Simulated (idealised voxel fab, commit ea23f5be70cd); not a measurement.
process module | voxel plated lines
cross-section cut | 245 nm wide | cells 5 nm
A cross-section is a grid of square cells, given in bands from the top down. A band is one or more rows of cells.
Each band's line starts with the height of the band's top and of its bottom, in nm. Then come its materials from left to right, each with its width in nm. One material with "throughout" fills the band from edge to edge. "air" is empty space.
Height 0 is the level under which the wafer as received is all one material. The lowest band goes on downwards, as in "0 down".
A width such as "30 to 40" changes by the same amount from each row of cells to the next, from the band's top row to its bottom row.
"no change" after a step means that no cell of the cross-section changed.
closed voids: empty space of 8 cells or more with no open way to the top, each as width x height at its distance from the left edge, in nm
after a step's settings: what the simulator itself notes on the step
overlay nm, on a step with a mask: how far to the right of its planned place the mask lay; to the left if negative
plan
1 op RECEIVE | material Si
2 op CONFORMAL_DEP | material SiN | thk nm 15
3 op DIRECTIONAL_DEP | material TiN | thk nm 5
4 op PATTERN | tone open | mask id LINES | material resist | width nm 15 | pitch nm 35 | thk nm 40 | overlay nm 0
5 op EPI | material Ru | thk nm 5
6 op EPI | material Ru | thk nm 5
7 op EPI | material Ru | thk nm 5
8 op STRIP | etch materials resist
9 op DIRECTIONAL_ETCH | etch materials TiN | depth nm 5
10 op CONFORMAL_DEP | material SiN | thk nm 10
as received, after step 1
  0 down: Si throughout
  closed voids: none
a wafer at the end: this start, this plan, one mistake
  35 to 20: air 80 | Ru 15 | air 20 | Ru 15 | air 20 | Ru 15 | air 80
  20 to 15: air 80 | TiN 15 | air 20 | TiN 15 | air 20 | TiN 15 | air 80
  15 to 0: SiN throughout
  0 down: Si throughout
  closed voids: none
what went wrong: step 10 was left out
